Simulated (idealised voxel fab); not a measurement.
process module | voxel wiring stack
cross-section cut | 165 nm wide | cells 5 nm
A cross-section is a grid of square cells, given in bands from the top down. A band is one or more rows of cells.
Each band's line starts with the height of the band's top and of its bottom, in nm. Then come its materials from left to right, each with its width in nm. One material with "throughout" fills the band from edge to edge. "air" is empty space.
Height 0 is the level under which the wafer as received is all one material. The lowest band goes on downwards, as in "0 down".
A width such as "30 to 40" changes by the same amount from each row of cells to the next, from the band's top row to its bottom row.
"no change" after a step means that no cell of the cross-section changed.
closed voids: empty space of 8 cells or more with no open way to the top, each as width x height at its distance from the left edge, in nm
after a step's settings: what the simulator itself notes on the step
overlay nm, on a step with a mask: how far to the right of its planned place the mask lay; to the left if negative
Each pair below shows a cross-section before one step and the cross-section after it, down to the lowest band that changed. The line under each pair gives the step between them, with its settings. The pairs can come from different runs of this module on the same starting wafer, so a pair continues from the pair above only where its "before" says so.
before
  105 to 85: lowk 40 | air 15 | lowk 110
  85 to 80: SiCN 40 | air 15 | SiCN 110
  80 to 65: SiO2 45 | TiN 5 | Cu 20 | TiN 5 | SiO2 15 | TiN 5 | Cu 20 | TiN 5 | SiO2 45
  65 to 60: SiO2 45 | TiN 5 | Cu 5 | TiN 20 | SiO2 15 | TiN 5 | Cu 5 | TiN 20 | SiO2 45
  60 to 50: SiO2 45 | TiN 5 | Cu 5 | TiN 5 | SiO2 30 | TiN 5 | Cu 5 | TiN 5 | SiO2 60
  50 to 45: SiCN 45 | TiN 15 | SiCN 30 | TiN 15 | SiCN 60
  45 to 40: SiCN 40 | Ru 40 | SiCN 5 | Ru 40 | SiCN 40
  40 to 15: lowk 45 | TiN 5 | Cu 20 | TiN 5 | lowk 15 | TiN 5 | Cu 20 | TiN 5 | lowk 45
  15 to 10: SiCN 45 | TiN 30 | SiCN 15 | TiN 30 | SiCN 45
  10 to 0: SiO2 throughout
  0 down: Si throughout
  closed voids: none
after
  110 to 105: TiN 45 | air 5 | TiN 115
  105 to 85: lowk 40 | TiN 5 | air 5 | TiN 5 | lowk 110
  85 to 80: SiCN 40 | TiN 15 | SiCN 110
  below 80: unchanged
  closed voids: none
the step between: op CONFORMAL_DEP | material TiN | thk nm 5
before: the cross-section after the pair above
after
  120 to 110: Cu throughout
  110 to 105: TiN 45 | Cu 5 | TiN 115
  105 to 85: lowk 40 | TiN 5 | Cu 5 | TiN 5 | lowk 110
  below 85: unchanged
  closed voids: none
the step between: op FILL_DEP | material Cu | thk nm 10
before: the cross-section after the pair above
after
  105 to 85: lowk 40 | TiN 5 | Cu 5 | TiN 5 | lowk 110
  below 85: unchanged
  closed voids: none
the step between: op CMP | height nm 105
before: the cross-section after the pair above
after
  110 to 105: SiCN throughout
  below 105: unchanged
  closed voids: none
the step between: op CONFORMAL_DEP | material SiCN | thk nm 5
before: the cross-section after the pair above
after
  135 to 110: SiO2 throughout
  below 110: unchanged
  closed voids: none
the step between: op DIRECTIONAL_DEP | material SiO2 | thk nm 25
before: the cross-section after the pair above
after
  135 to 110: SiO2 45 | air 30 | SiO2 15 | air 30 | SiO2 45
  below 110: unchanged
  closed voids: none
the step between: op MASKED_ETCH | tone open | mask id METAL_3 | width nm 30 | pitch nm 45 | etch materials SiO2 | depth nm 25 | overlay nm 0
before: the cross-section after the pair above
after
  135 to 110: SiO2 45 | air 30 | SiO2 15 | air 30 | SiO2 45
  110 to 105: SiCN 45 | air 30 | SiCN 15 | air 30 | SiCN 45
  below 105: unchanged
  closed voids: none
the step between: op MASKED_ETCH | tone open | mask id METAL_3 | width nm 30 | pitch nm 45 | etch materials SiCN | depth nm 5 | overlay nm 0
before: the cross-section after the pair above
after
  140 to 135: TiN 50 | air 20 | TiN 25 | air 20 | TiN 50
  135 to 110: SiO2 45 | TiN 5 | air 20 | TiN 5 | SiO2 15 | TiN 5 | air 20 | TiN 5 | SiO2 45
  110 to 105: SiCN 45 | TiN 30 | SiCN 15 | TiN 30 | SiCN 45
  below 105: unchanged
  closed voids: none
the step between: op CONFORMAL_DEP | material TiN | thk nm 5
before: the cross-section after the pair above
after
  145 to 140: Ru throughout
  140 to 135: TiN 50 | Ru 20 | TiN 25 | Ru 20 | TiN 50
  135 to 110: SiO2 45 | TiN 5 | Ru 20 | TiN 5 | SiO2 15 | TiN 5 | Ru 20 | TiN 5 | SiO2 45
  below 110: unchanged
  closed voids: none
the step between: op FILL_DEP | material Ru | thk nm 5
before: the cross-section after the pair above
after
  135 to 110: SiO2 45 | TiN 5 | Ru 20 | TiN 5 | SiO2 15 | TiN 5 | Ru 20 | TiN 5 | SiO2 45
  below 110: unchanged
  closed voids: none
the step between: op CMP | height nm 135
before: the cross-section after the pair above
after
  140 to 135: SiCN throughout
  below 135: unchanged
  closed voids: none
the step between: op CONFORMAL_DEP | material SiCN | thk nm 5
before: the cross-section after the pair above
after
  150 to 140: lowk throughout
  below 140: unchanged
  closed voids: none
the step between: op DIRECTIONAL_DEP | material lowk | thk nm 10
before: the cross-section after the pair above
after
  150 to 140: lowk 45 | air 15 | lowk 105
  below 140: unchanged
  closed voids: none
the step between: op MASKED_ETCH | tone open | mask id PLUG_3 | width nm 15 | etch materials lowk | depth nm 10 | overlay nm 0
before: the cross-section after the pair above
after
  150 to 140: lowk 45 | air 15 | lowk 105
  140 to 135: SiCN 45 | air 15 | SiCN 105
  below 135: unchanged
  closed voids: none
the step between: op MASKED_ETCH | tone open | mask id PLUG_3 | width nm 15 | etch materials SiCN | depth nm 5 | overlay nm 0
before: the cross-section after the pair above
after
  155 to 150: TiN 50 | air 5 | TiN 110
  150 to 140: lowk 45 | TiN 5 | air 5 | TiN 5 | lowk 105
  140 to 135: SiCN 45 | TiN 15 | SiCN 105
  below 135: unchanged
  closed voids: none
the step between: op CONFORMAL_DEP | material TiN | thk nm 5
before: the cross-section after the pair above
after
  165 to 155: W throughout
  155 to 150: TiN 50 | W 5 | TiN 110
  150 to 140: lowk 45 | TiN 5 | W 5 | TiN 5 | lowk 105
  below 140: unchanged
  closed voids: none
the step between: op FILL_DEP | material W | thk nm 10
before: the cross-section after the pair above
after
  150 to 140: lowk 45 | TiN 5 | W 5 | TiN 5 | lowk 105
  below 140: unchanged
  closed voids: none
the step between: op CMP | height nm 150
before: the cross-section after the pair above
after
  155 to 150: SiN throughout
  below 150: unchanged
  closed voids: none
the step between: op CONFORMAL_DEP | material SiN | thk nm 5
before: the cross-section after the pair above
after
  175 to 155: SiO2 throughout
  below 155: unchanged
  closed voids: none
the step between: op DIRECTIONAL_DEP | material SiO2 | thk nm 20
before: the cross-section after the pair above
after
  175 to 155: SiO2 45 | air 30 | SiO2 15 | air 30 | SiO2 45
  below 155: unchanged
  closed voids: none
the step between: op MASKED_ETCH | tone open | mask id METAL_4 | width nm 30 | pitch nm 45 | etch materials SiO2 | depth nm 20 | overlay nm 0
before: the cross-section after the pair above
after
  175 to 155: SiO2 45 | air 30 | SiO2 15 | air 30 | SiO2 45
  155 to 150: SiN 45 | air 30 | SiN 15 | air 30 | SiN 45
  below 150: unchanged
  closed voids: none
the step between: op MASKED_ETCH | tone open | mask id METAL_4 | width nm 30 | pitch nm 45 | etch materials SiN | depth nm 5 | overlay nm 0
before: the cross-section after the pair above
after
  180 to 175: TiN 50 | air 20 | TiN 25 | air 20 | TiN 50
  175 to 155: SiO2 45 | TiN 5 | air 20 | TiN 5 | SiO2 15 | TiN 5 | air 20 | TiN 5 | SiO2 45
  155 to 150: SiN 45 | TiN 30 | SiN 15 | TiN 30 | SiN 45
  below 150: unchanged
  closed voids: none
the step between: op CONFORMAL_DEP | material TiN | thk nm 5
before: the cross-section after the pair above
after
  190 to 180: Cu throughout
  180 to 175: TiN 50 | Cu 20 | TiN 25 | Cu 20 | TiN 50
  175 to 155: SiO2 45 | TiN 5 | Cu 20 | TiN 5 | SiO2 15 | TiN 5 | Cu 20 | TiN 5 | SiO2 45
  below 155: unchanged
  closed voids: none
the step between: op FILL_DEP | material Cu | thk nm 10
before: the cross-section after the pair above
after
  175 to 155: SiO2 45 | TiN 5 | Cu 20 | TiN 5 | SiO2 15 | TiN 5 | Cu 20 | TiN 5 | SiO2 45
  below 155: unchanged
  closed voids: none
the step between: op CMP | height nm 175
before: the cross-section after the pair above
after
  180 to 175: air 40 | Ru 40 | air 5 | Ru 40 | air 40
  below 175: unchanged
  closed voids: none
the step between: op EPI | material Ru | thk nm 5
before: the cross-section after the pair above
after
  185 to 180: SiCN throughout
  180 to 175: SiCN 40 | Ru 40 | SiCN 5 | Ru 40 | SiCN 40
  below 175: unchanged
  closed voids: none
the step between: op FILL_DEP | material SiCN | thk nm 5
before
  105 to 85: lowk 45 | TiN 5 | Cu 5 | TiN 5 | lowk 105
  85 to 80: SiCN 45 | TiN 15 | SiCN 105
  80 to 65: SiO2 45 | TiN 5 | Cu 20 | TiN 5 | SiO2 15 | TiN 5 | Cu 20 | TiN 5 | SiO2 45
  65 to 60: SiO2 45 | TiN 5 | Cu 5 | TiN 20 | SiO2 15 | TiN 5 | Cu 5 | TiN 20 | SiO2 45
  60 to 50: SiO2 45 | TiN 5 | Cu 5 | TiN 5 | SiO2 30 | TiN 5 | Cu 5 | TiN 5 | SiO2 60
  50 to 45: SiCN 45 | TiN 15 | SiCN 30 | TiN 15 | SiCN 60
  45 to 40: SiCN 40 | Ru 40 | SiCN 5 | Ru 40 | SiCN 40
  40 to 15: lowk 45 | TiN 5 | Cu 20 | TiN 5 | lowk 15 | TiN 5 | Cu 20 | TiN 5 | lowk 45
  15 to 10: SiCN 45 | TiN 30 | SiCN 15 | TiN 30 | SiCN 45
  10 to 0: SiO2 throughout
  0 down: Si throughout
  closed voids: none
after
  110 to 105: SiO2 throughout
  below 105: unchanged
  closed voids: none
the step between: op CONFORMAL_DEP | material SiO2 | thk nm 5
before: the cross-section after the pair above
after
  135 to 105: SiO2 throughout
  below 105: unchanged
  closed voids: none
the step between: op DIRECTIONAL_DEP | material SiO2 | thk nm 25
before: the cross-section after the pair above
after
  135 to 110: SiO2 45 | air 30 | SiO2 15 | air 30 | SiO2 45
  below 110: unchanged
  closed voids: none
the step between: op MASKED_ETCH | tone open | mask id METAL_3 | width nm 30 | pitch nm 45 | etch materials SiO2 | depth nm 25 | overlay nm 0
before: the cross-section after the pair above
after
  140 to 135: TiN 50 | air 20 | TiN 25 | air 20 | TiN 50
  135 to 115: SiO2 45 | TiN 5 | air 20 | TiN 5 | SiO2 15 | TiN 5 | air 20 | TiN 5 | SiO2 45
  115 to 110: SiO2 45 | TiN 30 | SiO2 15 | TiN 30 | SiO2 45
  below 110: unchanged
  closed voids: none
the step between: op CONFORMAL_DEP | material TiN | thk nm 5
before: the cross-section after the pair above
after
  145 to 140: Ru throughout
  140 to 135: TiN 50 | Ru 20 | TiN 25 | Ru 20 | TiN 50
  135 to 115: SiO2 45 | TiN 5 | Ru 20 | TiN 5 | SiO2 15 | TiN 5 | Ru 20 | TiN 5 | SiO2 45
  below 115: unchanged
  closed voids: none
the step between: op FILL_DEP | material Ru | thk nm 5
before: the cross-section after the pair above
after
  135 to 115: SiO2 45 | TiN 5 | Ru 20 | TiN 5 | SiO2 15 | TiN 5 | Ru 20 | TiN 5 | SiO2 45
  below 115: unchanged
  closed voids: none
the step between: op CMP | height nm 135
before: the cross-section after the pair above
after
  140 to 135: SiCN throughout
  below 135: unchanged
  closed voids: none
the step between: op CONFORMAL_DEP | material SiCN | thk nm 5
before: the cross-section after the pair above
after
  150 to 140: lowk throughout
  below 140: unchanged
  closed voids: none
the step between: op DIRECTIONAL_DEP | material lowk | thk nm 10
before: the cross-section after the pair above
after
  150 to 140: lowk 45 | air 15 | lowk 105
  below 140: unchanged
  closed voids: none
the step between: op MASKED_ETCH | tone open | mask id PLUG_3 | width nm 15 | etch materials lowk | depth nm 10 | overlay nm 0
before: the cross-section after the pair above
after
  150 to 140: lowk 45 | air 15 | lowk 105
  140 to 135: SiCN 45 | air 15 | SiCN 105
  below 135: unchanged
  closed voids: none
the step between: op MASKED_ETCH | tone open | mask id PLUG_3 | width nm 15 | etch materials SiCN | depth nm 5 | overlay nm 0
before: the cross-section after the pair above
after
  155 to 150: TiN 50 | air 5 | TiN 110
  150 to 140: lowk 45 | TiN 5 | air 5 | TiN 5 | lowk 105
  140 to 135: SiCN 45 | TiN 15 | SiCN 105
  below 135: unchanged
  closed voids: none
the step between: op CONFORMAL_DEP | material TiN | thk nm 5
before: the cross-section after the pair above
after
  165 to 155: W throughout
  155 to 150: TiN 50 | W 5 | TiN 110
  150 to 140: lowk 45 | TiN 5 | W 5 | TiN 5 | lowk 105
  below 140: unchanged
  closed voids: none
the step between: op FILL_DEP | material W | thk nm 10
before: the cross-section after the pair above
after
  150 to 140: lowk 45 | TiN 5 | W 5 | TiN 5 | lowk 105
  below 140: unchanged
  closed voids: none
the step between: op CMP | height nm 150
before: the cross-section after the pair above
after
  155 to 150: SiN throughout
  below 150: unchanged
  closed voids: none
the step between: op CONFORMAL_DEP | material SiN | thk nm 5
before: the cross-section after the pair above
after
  175 to 155: SiO2 throughout
  below 155: unchanged
  closed voids: none
the step between: op DIRECTIONAL_DEP | material SiO2 | thk nm 20
before: the cross-section after the pair above
after
  175 to 155: SiO2 45 | air 30 | SiO2 15 | air 30 | SiO2 45
  below 155: unchanged
  closed voids: none
the step between: op MASKED_ETCH | tone open | mask id METAL_4 | width nm 30 | pitch nm 45 | etch materials SiO2 | depth nm 20 | overlay nm 0
before: the cross-section after the pair above
after
  175 to 155: SiO2 45 | air 30 | SiO2 15 | air 30 | SiO2 45
  155 to 150: SiN 45 | air 30 | SiN 15 | air 30 | SiN 45
  below 150: unchanged
  closed voids: none
the step between: op MASKED_ETCH | tone open | mask id METAL_4 | width nm 30 | pitch nm 45 | etch materials SiN | depth nm 5 | overlay nm 0
before: the cross-section after the pair above
after
  180 to 175: TiN 50 | air 20 | TiN 25 | air 20 | TiN 50
  175 to 155: SiO2 45 | TiN 5 | air 20 | TiN 5 | SiO2 15 | TiN 5 | air 20 | TiN 5 | SiO2 45
  155 to 150: SiN 45 | TiN 30 | SiN 15 | TiN 30 | SiN 45
  below 150: unchanged
  closed voids: none
the step between: op CONFORMAL_DEP | material TiN | thk nm 5
before: the cross-section after the pair above
after
  190 to 180: Cu throughout
  180 to 175: TiN 50 | Cu 20 | TiN 25 | Cu 20 | TiN 50
  175 to 155: SiO2 45 | TiN 5 | Cu 20 | TiN 5 | SiO2 15 | TiN 5 | Cu 20 | TiN 5 | SiO2 45
  below 155: unchanged
  closed voids: none
the step between: op FILL_DEP | material Cu | thk nm 10
before: the cross-section after the pair above
after
  175 to 155: SiO2 45 | TiN 5 | Cu 20 | TiN 5 | SiO2 15 | TiN 5 | Cu 20 | TiN 5 | SiO2 45
  below 155: unchanged
  closed voids: none
the step between: op CMP | height nm 175
before: the cross-section after the pair above
after
  180 to 175: air 40 | Ru 40 | air 5 | Ru 40 | air 40
  below 175: unchanged
  closed voids: none
the step between: op EPI | material Ru | thk nm 5
before: the cross-section after the pair above
after
  185 to 180: SiCN throughout
  180 to 175: SiCN 40 | Ru 40 | SiCN 5 | Ru 40 | SiCN 40
  below 175: unchanged
  closed voids: none
the step between: op FILL_DEP | material SiCN | thk nm 5
before
  80 to 50: SiO2 45 | air 15 | SiO2 30 | air 15 | SiO2 60
  50 to 45: SiCN throughout
  45 to 40: SiCN 40 | Ru 40 | SiCN 5 | Ru 40 | SiCN 40
  40 to 15: lowk 45 | TiN 5 | Cu 20 | TiN 5 | lowk 15 | TiN 5 | Cu 20 | TiN 5 | lowk 45
  15 to 10: SiCN 45 | TiN 30 | SiCN 15 | TiN 30 | SiCN 45
  10 to 0: SiO2 throughout
  0 down: Si throughout
  closed voids: none
after
  100 to 80: air 45 | resist 30 | air 15 | resist 30 | air 45
  80 to 50: SiO2 45 | resist 15 | SiO2 30 | resist 15 | SiO2 60
  below 50: unchanged
  closed voids: none
the step between: op PATTERN | tone cover | mask id METAL_2 | material resist | width nm 30 | pitch nm 45 | thk nm 20 | overlay nm 0
before: the cross-section after the pair above
after
  100 to 80: air 45 | resist 30 | air 15 | resist 30 | air 45
  80 to 60: air 45 | resist 15 | SiO2 15 | air 15 | resist 15 | SiO2 15 | air 45
  below 60: unchanged
  closed voids: none
the step between: op DIRECTIONAL_ETCH | etch materials SiO2 | depth nm 20
before: the cross-section after the pair above
after
  80 to 60: air 60 | SiO2 15 | air 30 | SiO2 15 | air 45
  60 to 50: SiO2 45 | air 15 | SiO2 30 | air 15 | SiO2 60
  below 50: unchanged
  closed voids: none
the step between: op STRIP | etch materials resist
before: the cross-section after the pair above
after
  85 to 80: air 55 | TiN 25 | air 20 | TiN 25 | air 40
  80 to 65: air 55 | TiN 5 | SiO2 15 | TiN 5 | air 20 | TiN 5 | SiO2 15 | TiN 5 | air 40
  65 to 60: TiN 50 | air 5 | TiN 5 | SiO2 15 | TiN 20 | air 5 | TiN 5 | SiO2 15 | TiN 45
  60 to 55: SiO2 45 | TiN 5 | air 5 | TiN 5 | SiO2 30 | TiN 5 | air 5 | TiN 5 | SiO2 60
  55 to 50: SiO2 45 | TiN 15 | SiO2 30 | TiN 15 | SiO2 60
  below 50: unchanged
  closed voids: none
the step between: op CONFORMAL_DEP | material TiN | thk nm 5
before: the cross-section after the pair above
after
  95 to 85: Cu throughout
  85 to 80: Cu 55 | TiN 25 | Cu 20 | TiN 25 | Cu 40
  80 to 65: Cu 55 | TiN 5 | SiO2 15 | TiN 5 | Cu 20 | TiN 5 | SiO2 15 | TiN 5 | Cu 40
  65 to 60: TiN 50 | Cu 5 | TiN 5 | SiO2 15 | TiN 20 | Cu 5 | TiN 5 | SiO2 15 | TiN 45
  60 to 55: SiO2 45 | TiN 5 | Cu 5 | TiN 5 | SiO2 30 | TiN 5 | Cu 5 | TiN 5 | SiO2 60
  below 55: unchanged
  closed voids: none
the step between: op FILL_DEP | material Cu | thk nm 10
before: the cross-section after the pair above
after
  80 to 65: Cu 55 | TiN 5 | SiO2 15 | TiN 5 | Cu 20 | TiN 5 | SiO2 15 | TiN 5 | Cu 40
  below 65: unchanged
  closed voids: none
the step between: op CMP | height nm 80
before: the cross-section after the pair above
after
  85 to 80: SiCN throughout
  below 80: unchanged
  closed voids: none
the step between: op CONFORMAL_DEP | material SiCN | thk nm 5
before: the cross-section after the pair above
after
  105 to 85: lowk throughout
  below 85: unchanged
  closed voids: none
the step between: op DIRECTIONAL_DEP | material lowk | thk nm 20
before: the cross-section after the pair above
after
  120 to 105: resist 45 | air 15 | resist 105
  below 105: unchanged
  closed voids: none
the step between: op PATTERN | tone open | mask id PLUG_2 | material resist | width nm 15 | thk nm 15 | overlay nm 0
before: the cross-section after the pair above
after
  120 to 105: resist 45 | air 15 | resist 105
  105 to 85: lowk 45 | air 15 | lowk 105
  below 85: unchanged
  closed voids: none
the step between: op DIRECTIONAL_ETCH | etch materials lowk | depth nm 20
before: the cross-section after the pair above
after
  120 to 105: resist 45 | air 15 | resist 105
  105 to 85: lowk 45 | air 15 | lowk 105
  85 to 80: SiCN 45 | air 15 | SiCN 105
  below 80: unchanged
  closed voids: none
the step between: op DIRECTIONAL_ETCH | etch materials SiCN | depth nm 5
before: the cross-section after the pair above
after
  105 to 85: lowk 45 | air 15 | lowk 105
  below 85: unchanged
  closed voids: none
the step between: op STRIP | etch materials resist
before: the cross-section after the pair above
after
  110 to 105: TiN 50 | air 5 | TiN 110
  105 to 85: lowk 45 | TiN 5 | air 5 | TiN 5 | lowk 105
  85 to 80: SiCN 45 | TiN 15 | SiCN 105
  below 80: unchanged
  closed voids: none
the step between: op CONFORMAL_DEP | material TiN | thk nm 5
before: the cross-section after the pair above
after
  120 to 110: Cu throughout
  110 to 105: TiN 50 | Cu 5 | TiN 110
  105 to 85: lowk 45 | TiN 5 | Cu 5 | TiN 5 | lowk 105
  below 85: unchanged
  closed voids: none
the step between: op FILL_DEP | material Cu | thk nm 10
before: the cross-section after the pair above
after
  105 to 85: lowk 45 | TiN 5 | Cu 5 | TiN 5 | lowk 105
  below 85: unchanged
  closed voids: none
the step between: op CMP | height nm 105
before: the cross-section after the pair above
after
  110 to 105: SiCN throughout
  below 105: unchanged
  closed voids: none
the step between: op CONFORMAL_DEP | material SiCN | thk nm 5
before: the cross-section after the pair above
after
  135 to 110: SiO2 throughout
  below 110: unchanged
  closed voids: none
the step between: op DIRECTIONAL_DEP | material SiO2 | thk nm 25
before: the cross-section after the pair above
after
  135 to 110: SiO2 45 | air 30 | SiO2 15 | air 30 | SiO2 45
  below 110: unchanged
  closed voids: none
the step between: op MASKED_ETCH | tone open | mask id METAL_3 | width nm 30 | pitch nm 45 | etch materials SiO2 | depth nm 25 | overlay nm 0
before: the cross-section after the pair above
after
  135 to 110: SiO2 45 | air 30 | SiO2 15 | air 30 | SiO2 45
  110 to 105: SiCN 45 | air 30 | SiCN 15 | air 30 | SiCN 45
  below 105: unchanged
  closed voids: none
the step between: op MASKED_ETCH | tone open | mask id METAL_3 | width nm 30 | pitch nm 45 | etch materials SiCN | depth nm 5 | overlay nm 0
before: the cross-section after the pair above
after
  140 to 135: TiN 50 | air 20 | TiN 25 | air 20 | TiN 50
  135 to 110: SiO2 45 | TiN 5 | air 20 | TiN 5 | SiO2 15 | TiN 5 | air 20 | TiN 5 | SiO2 45
  110 to 105: SiCN 45 | TiN 30 | SiCN 15 | TiN 30 | SiCN 45
  below 105: unchanged
  closed voids: none
the step between: op CONFORMAL_DEP | material TiN | thk nm 5
before: the cross-section after the pair above
after
  145 to 140: Ru throughout
  140 to 135: TiN 50 | Ru 20 | TiN 25 | Ru 20 | TiN 50
  135 to 110: SiO2 45 | TiN 5 | Ru 20 | TiN 5 | SiO2 15 | TiN 5 | Ru 20 | TiN 5 | SiO2 45
  below 110: unchanged
  closed voids: none
the step between: op FILL_DEP | material Ru | thk nm 5
before: the cross-section after the pair above
after
  135 to 110: SiO2 45 | TiN 5 | Ru 20 | TiN 5 | SiO2 15 | TiN 5 | Ru 20 | TiN 5 | SiO2 45
  below 110: unchanged
  closed voids: none
the step between: op CMP | height nm 135
before: the cross-section after the pair above
after
  140 to 135: SiCN throughout
  below 135: unchanged
  closed voids: none
the step between: op CONFORMAL_DEP | material SiCN | thk nm 5
before: the cross-section after the pair above
after
  150 to 140: lowk throughout
  below 140: unchanged
  closed voids: none
the step between: op DIRECTIONAL_DEP | material lowk | thk nm 10
before: the cross-section after the pair above
after
  150 to 140: lowk 45 | air 15 | lowk 105
  below 140: unchanged
  closed voids: none
the step between: op MASKED_ETCH | tone open | mask id PLUG_3 | width nm 15 | etch materials lowk | depth nm 10 | overlay nm 0
before: the cross-section after the pair above
after
  150 to 140: lowk 45 | air 15 | lowk 105
  140 to 135: SiCN 45 | air 15 | SiCN 105
  below 135: unchanged
  closed voids: none
the step between: op MASKED_ETCH | tone open | mask id PLUG_3 | width nm 15 | etch materials SiCN | depth nm 5 | overlay nm 0
before: the cross-section after the pair above
after
  155 to 150: TiN 50 | air 5 | TiN 110
  150 to 140: lowk 45 | TiN 5 | air 5 | TiN 5 | lowk 105
  140 to 135: SiCN 45 | TiN 15 | SiCN 105
  below 135: unchanged
  closed voids: none
the step between: op CONFORMAL_DEP | material TiN | thk nm 5
before: the cross-section after the pair above
after
  165 to 155: W throughout
  155 to 150: TiN 50 | W 5 | TiN 110
  150 to 140: lowk 45 | TiN 5 | W 5 | TiN 5 | lowk 105
  below 140: unchanged
  closed voids: none
the step between: op FILL_DEP | material W | thk nm 10
before: the cross-section after the pair above
after
  150 to 140: lowk 45 | TiN 5 | W 5 | TiN 5 | lowk 105
  below 140: unchanged
  closed voids: none
the step between: op CMP | height nm 150
before: the cross-section after the pair above
after
  155 to 150: SiN throughout
  below 150: unchanged
  closed voids: none
the step between: op CONFORMAL_DEP | material SiN | thk nm 5
before: the cross-section after the pair above
after
  175 to 155: SiO2 throughout
  below 155: unchanged
  closed voids: none
the step between: op DIRECTIONAL_DEP | material SiO2 | thk nm 20
before: the cross-section after the pair above
after
  175 to 155: SiO2 45 | air 30 | SiO2 15 | air 30 | SiO2 45
  below 155: unchanged
  closed voids: none
the step between: op MASKED_ETCH | tone open | mask id METAL_4 | width nm 30 | pitch nm 45 | etch materials SiO2 | depth nm 20 | overlay nm 0
before: the cross-section after the pair above
after
  175 to 155: SiO2 45 | air 30 | SiO2 15 | air 30 | SiO2 45
  155 to 150: SiN 45 | air 30 | SiN 15 | air 30 | SiN 45
  below 150: unchanged
  closed voids: none
the step between: op MASKED_ETCH | tone open | mask id METAL_4 | width nm 30 | pitch nm 45 | etch materials SiN | depth nm 5 | overlay nm 0
before: the cross-section after the pair above
after
  180 to 175: TiN 50 | air 20 | TiN 25 | air 20 | TiN 50
  175 to 155: SiO2 45 | TiN 5 | air 20 | TiN 5 | SiO2 15 | TiN 5 | air 20 | TiN 5 | SiO2 45
  155 to 150: SiN 45 | TiN 30 | SiN 15 | TiN 30 | SiN 45
  below 150: unchanged
  closed voids: none
the step between: op CONFORMAL_DEP | material TiN | thk nm 5
before: the cross-section after the pair above
after
  190 to 180: Cu throughout
  180 to 175: TiN 50 | Cu 20 | TiN 25 | Cu 20 | TiN 50
  175 to 155: SiO2 45 | TiN 5 | Cu 20 | TiN 5 | SiO2 15 | TiN 5 | Cu 20 | TiN 5 | SiO2 45
  below 155: unchanged
  closed voids: none
the step between: op FILL_DEP | material Cu | thk nm 10
before: the cross-section after the pair above
after
  175 to 155: SiO2 45 | TiN 5 | Cu 20 | TiN 5 | SiO2 15 | TiN 5 | Cu 20 | TiN 5 | SiO2 45
  below 155: unchanged
  closed voids: none
the step between: op CMP | height nm 175
before: the cross-section after the pair above
after
  180 to 175: air 40 | Ru 40 | air 5 | Ru 40 | air 40
  below 175: unchanged
  closed voids: none
the step between: op EPI | material Ru | thk nm 5
before: the cross-section after the pair above
after
  185 to 180: SiCN throughout
  180 to 175: SiCN 40 | Ru 40 | SiCN 5 | Ru 40 | SiCN 40
  below 175: unchanged
  closed voids: none
the step between: op FILL_DEP | material SiCN | thk nm 5
